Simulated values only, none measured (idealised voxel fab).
You're looking at the process module voxel quadruple lines.
FYI the section here is cut, 280 nm wide, cells are 5 nm squares.
A cross-section in this document is a grid of square cells, and it is written down as bands, the top band listed before the ones below it; a band is made up of one or more rows of cells.
It is stipulated that each band's entry specify, in nanometres, the height of the top of the band and then that of its bottom, followed by the materials of the band in left-to-right sequence, each together with its width in nanometres. A single material marked by the word "throughout" is understood to fill the band from edge to edge; the word "blank" is understood to denote empty space.
Below 0: as-received wafer, all one material; heights counted from there. Lowest band: no bottom, goes on down, written "0..down".
A two-number width, for instance "30->40", indicates that the width is equal to the first number in the top row of the band and to the second number in the bottom row, and that it changes by a constant amount per row of cells.
"stayed the same" -> step changed no cross-section cell.
Each empty space that has no open way to the top and spans at least 8 cells appears under "Closed internal voids" as width x height at distance, the distance counted from the left edge, all in nm.
Whatever follows a step's settings on its line is a remark the simulator itself makes about that step.
overlay nm: mask offset rightward from planned place, masked step; negative means leftward offset.

List of planned process steps
step 1: RECEIVE with material Si
step 2: CONFORMAL_DEP with material SiO2, thk nm 5
step 3: DIRECTIONAL_DEP with material W, thk nm 10
step 4: DIRECTIONAL_DEP with material polySi, thk nm 15
step 5: DIRECTIONAL_DEP with material aC, thk nm 25
step 6: PATTERN with tone cover, mask id MANDREL, material resist, width nm 30, thk nm 35, overlay nm -15
step 7: DIRECTIONAL_ETCH with etch materials aC, depth nm 25
step 8: STRIP with etch materials resist
step 9: CONFORMAL_DEP with material SiO2, thk nm 10
step 10: DIRECTIONAL_ETCH with etch materials SiO2, depth nm 10
step 11: STRIP with etch materials aC
step 12: DIRECTIONAL_ETCH with etch materials polySi, depth nm 15
step 13: STRIP with etch materials SiO2
step 14: CONFORMAL_DEP with material SiN, thk nm 10
step 15: DIRECTIONAL_ETCH with etch materials SiN, depth nm 10
step 16: STRIP with etch materials polySi
step 17: DIRECTIONAL_ETCH with etch materials W, depth nm 10
step 18: STRIP with etch materials SiN
The wafers are alike at the start. At step 6, their overlay nm differs. The plan lists the first wafer's value.

As-received state after step 1, first of several wafers, cross-section
0..down | Si throughout
Closed internal voids: none

Take a look at the first of several wafers in cross-section: the module is done, and step 18 was its last step
15..5 | 90 blank | 10 W | 10 blank | 10 W | 10 blank | 10 W | 10 blank | 10 W | 120 blank
5..0 | SiO2 throughout
0..down | Si throughout
Closed internal voids: none

So this is the cross-section on the last wafer at the end of the module
15..5 | 120 blank | 10 W | 10 blank | 10 W | 10 blank | 10 W | 10 blank | 10 W | 90 blank
5..0 | SiO2 throughout
0..down | Si throughout
Closed internal voids: none

Wafer rows, end of module: cells per material gained (+) or lost (-) since receipt; closed voids last
overlay nm -15, +56 SiO2, +16 W, Closed internal voids: none
overlay nm -10, +56 SiO2, +16 W, Closed internal voids: none
overlay nm -5, +56 SiO2, +16 W, Closed internal voids: none
overlay nm 0, +56 SiO2, +16 W, Closed internal voids: none
overlay nm 5, +56 SiO2, +16 W, Closed internal voids: none
overlay nm 10, +56 SiO2, +16 W, Closed internal voids: none
overlay nm 15, +56 SiO2, +16 W, Closed internal voids: none
